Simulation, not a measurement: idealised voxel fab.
Documented hereafter: the process module known as voxel ribs on slabs.
FYI the section here is cut, 290 nm wide, cells are 5 nm squares.
A cross-section is a grid of square cells, given in bands from the top down. A band is one or more rows of cells. What a band's entry tells you: where the top is and where the bottom is, as heights in nm, and after that what lies inside, material by material from left to right, each with its width in nm. Empty space is written as the word "empty", and a single material marked with the word "all across" occupies the band from edge to edge. Note: height 0 marks the level under which the wafer is uniformly one material as received. Lowest band unbounded below, written "0..down". A width such as "30..40" changes by the same amount from each row of cells to the next, from the band's top row to its bottom row. What does "remained unchanged" mean for a step? It means no cell of the cross-section changed in that step. Enclosed voids (no open way to top), threshold 8 cells or more, entry "Unvented internal voids", notation width x height at distance, distance from left edge, nm. Note: text after step settings on the step line = simulator remark on that step. Steps that use a mask can have "overlay nm" on their line. It says how far the mask sat to the right of where it was meant to be. Negative means to the left.

### This section lists the process steps that were planned
1 RECEIVE (material Si)
2 DIRECTIONAL_DEP (material SiO2; thk nm 25)
3 DIRECTIONAL_DEP (material SiN; thk nm 15)
4 DIRECTIONAL_DEP (material aC; thk nm 15)
5 PATTERN (tone cover; mask id RIB; material resist; width nm 25; thk nm 30; overlay nm 0)
6 DIRECTIONAL_ETCH (etch materials aC; depth nm 15)
7 STRIP (etch materials resist)
8 DIRECTIONAL_ETCH (etch materials SiN; depth nm 10)
9 STRIP (etch materials aC)
10 DIRECTIONAL_DEP (material aC; thk nm 10)
11 PATTERN (tone cover; mask id SLAB; material resist; width nm 85; thk nm 25; overlay nm 0)
12 DIRECTIONAL_ETCH (etch materials aC; depth nm 10)
13 STRIP (etch materials resist)
14 DIRECTIONAL_ETCH (etch materials SiN; depth nm 5)
15 STRIP (etch materials aC)
16 FILL_DEP (material SiO2; thk nm 15)
17 CMP (height nm 50)
18 DIRECTIONAL_DEP (material TiN; thk nm 10)
19 DIRECTIONAL_DEP (material aC; thk nm 15)
20 PATTERN (tone cover; mask id HEATER; material resist; width nm 35; thk nm 30; overlay nm 0)
21 DIRECTIONAL_ETCH (etch materials aC; depth nm 15)
22 STRIP (etch materials resist)
23 DIRECTIONAL_ETCH (etch materials TiN; depth nm 10)
24 STRIP (etch materials aC)
25 CONFORMAL_DEP (material SiN; thk nm 10)

### First of two wafers: run as planned

### Step 1 complete: cross-section of the wafer as received
    0..down | Si all across
    Unvented internal voids: none

### Wafer after step 2 (cross-section)
    25..0 | SiO2 all across
    Anything lower than 0 is untouched.

### Wafer after step 3 (cross-section)
    40..25 | SiN all across
    Anything lower than 25 is untouched.

### Wafer after step 4 (cross-section)
    55..40 | aC all across
    Anything lower than 40 is untouched.

### Wafer after step 5 (cross-section)
    85..55 | empty 130 nm, resist 25 nm, empty 135 nm
    Anything lower than 55 is untouched.

### Wafer after step 6 (cross-section)
    70..55 | empty 130 nm, resist 25 nm, empty 135 nm
    55..40 | empty 130 nm, aC 25 nm, empty 135 nm
    Anything lower than 40 is untouched.

### Wafer after step 7 (cross-section)
    55..40 | empty 130 nm, aC 25 nm, empty 135 nm
    Anything lower than 40 is untouched.

### Wafer after step 8 (cross-section)
    55..40 | empty 130 nm, aC 25 nm, empty 135 nm
    40..30 | empty 130 nm, SiN 25 nm, empty 135 nm
    Anything lower than 30 is untouched.

### Wafer after step 9 (cross-section)
    40..30 | empty 130 nm, SiN 25 nm, empty 135 nm
    Anything lower than 30 is untouched.

### Wafer after step 10 (cross-section)
    50..40 | empty 130 nm, aC 25 nm, empty 135 nm
    40..30 | aC 130 nm, SiN 25 nm, aC 135 nm
    Anything lower than 30 is untouched.

### Wafer after step 11 (cross-section)
    75..50 | empty 100 nm, resist 85 nm, empty 105 nm
    50..40 | empty 100 nm, resist 30 nm, aC 25 nm, resist 30 nm, empty 105 nm
    Anything lower than 40 is untouched.

### Wafer after step 12 (cross-section)
    65..50 | empty 100 nm, resist 85 nm, empty 105 nm
    50..40 | empty 100 nm, resist 30 nm, aC 25 nm, resist 30 nm, empty 105 nm
    40..30 | empty 100 nm, aC 30 nm, SiN 25 nm, aC 30 nm, empty 105 nm
    Anything lower than 30 is untouched.

### Wafer after step 13 (cross-section)
    50..40 | empty 130 nm, aC 25 nm, empty 135 nm
    Anything lower than 40 is untouched.

### Wafer after step 14 (cross-section)
    50..40 | empty 130 nm, aC 25 nm, empty 135 nm
    40..30 | empty 100 nm, aC 30 nm, SiN 25 nm, aC 30 nm, empty 105 nm
    30..25 | empty 100 nm, SiN 85 nm, empty 105 nm
    Anything lower than 25 is untouched.

### Wafer after step 15 (cross-section)
    40..30 | empty 130 nm, SiN 25 nm, empty 135 nm
    Anything lower than 30 is untouched.

### Wafer after step 16 (cross-section)
    55..40 | SiO2 all across
    40..30 | SiO2 130 nm, SiN 25 nm, SiO2 135 nm
    30..25 | SiO2 100 nm, SiN 85 nm, SiO2 105 nm
    Anything lower than 25 is untouched.

### Wafer after step 17 (cross-section)
    50..40 | SiO2 all across
    Anything lower than 40 is untouched.

### Wafer after step 18 (cross-section)
    60..50 | TiN all across
    Anything lower than 50 is untouched.

### Wafer after step 19 (cross-section)
    75..60 | aC all across
    Anything lower than 60 is untouched.

### Wafer after step 20 (cross-section)
    105..75 | empty 125 nm, resist 35 nm, empty 130 nm
    Anything lower than 75 is untouched.

### Wafer after step 21 (cross-section)
    90..75 | empty 125 nm, resist 35 nm, empty 130 nm
    75..60 | empty 125 nm, aC 35 nm, empty 130 nm
    Anything lower than 60 is untouched.

### Wafer after step 22 (cross-section)
    75..60 | empty 125 nm, aC 35 nm, empty 130 nm
    Anything lower than 60 is untouched.

### Wafer after step 23 (cross-section)
    75..60 | empty 125 nm, aC 35 nm, empty 130 nm
    60..50 | empty 125 nm, TiN 35 nm, empty 130 nm
    Anything lower than 50 is untouched.

### Wafer after step 24 (cross-section)
    60..50 | empty 125 nm, TiN 35 nm, empty 130 nm
    Anything lower than 50 is untouched.

### Wafer after step 25 (cross-section)
    70..60 | empty 115 nm, SiN 55 nm, empty 120 nm
    60..50 | SiN 125 nm, TiN 35 nm, SiN 130 nm
    Anything lower than 50 is untouched.

### second wafer: like start, like plan, one mistake. Through step 19 it matches the first wafer

### Cross-sectional representation of the second wafer at the time designated in the plan for the completion of step 20
    105..75 | empty 130 nm, resist 30 nm, empty 130 nm
    Anything lower than 75 is untouched.

### Cross-sectional representation of the second wafer at the time designated in the plan for the completion of step 21
    90..75 | empty 130 nm, resist 30 nm, empty 130 nm
    75..60 | empty 130 nm, aC 30 nm, empty 130 nm
    Anything lower than 60 is untouched.

### Cross-sectional representation of the second wafer at the time designated in the plan for the completion of step 22
    75..60 | empty 130 nm, aC 30 nm, empty 130 nm
    Anything lower than 60 is untouched.

### Cross-sectional representation of the second wafer at the time designated in the plan for the completion of step 23
    75..60 | empty 130 nm, aC 30 nm, empty 130 nm
    60..50 | empty 130 nm, TiN 30 nm, empty 130 nm
    Anything lower than 50 is untouched.

### Cross-sectional representation of the second wafer at the time designated in the plan for the completion of step 24
    60..50 | empty 130 nm, TiN 30 nm, empty 130 nm
    Anything lower than 50 is untouched.

### Cross-sectional representation of the second wafer at the time designated in the plan for the completion of step 25
    70..60 | empty 120 nm, SiN 50 nm, empty 120 nm
    60..50 | SiN 130 nm, TiN 30 nm, SiN 130 nm
    Anything lower than 50 is untouched.
Processing error: step 20 off recipe, ran as PATTERN (tone cover; mask id HEATER; material resist; width nm 30; thk nm 30; overlay nm 0)
Final wafer comparison in cells, second versus first, more or fewer per material: -2 TiN
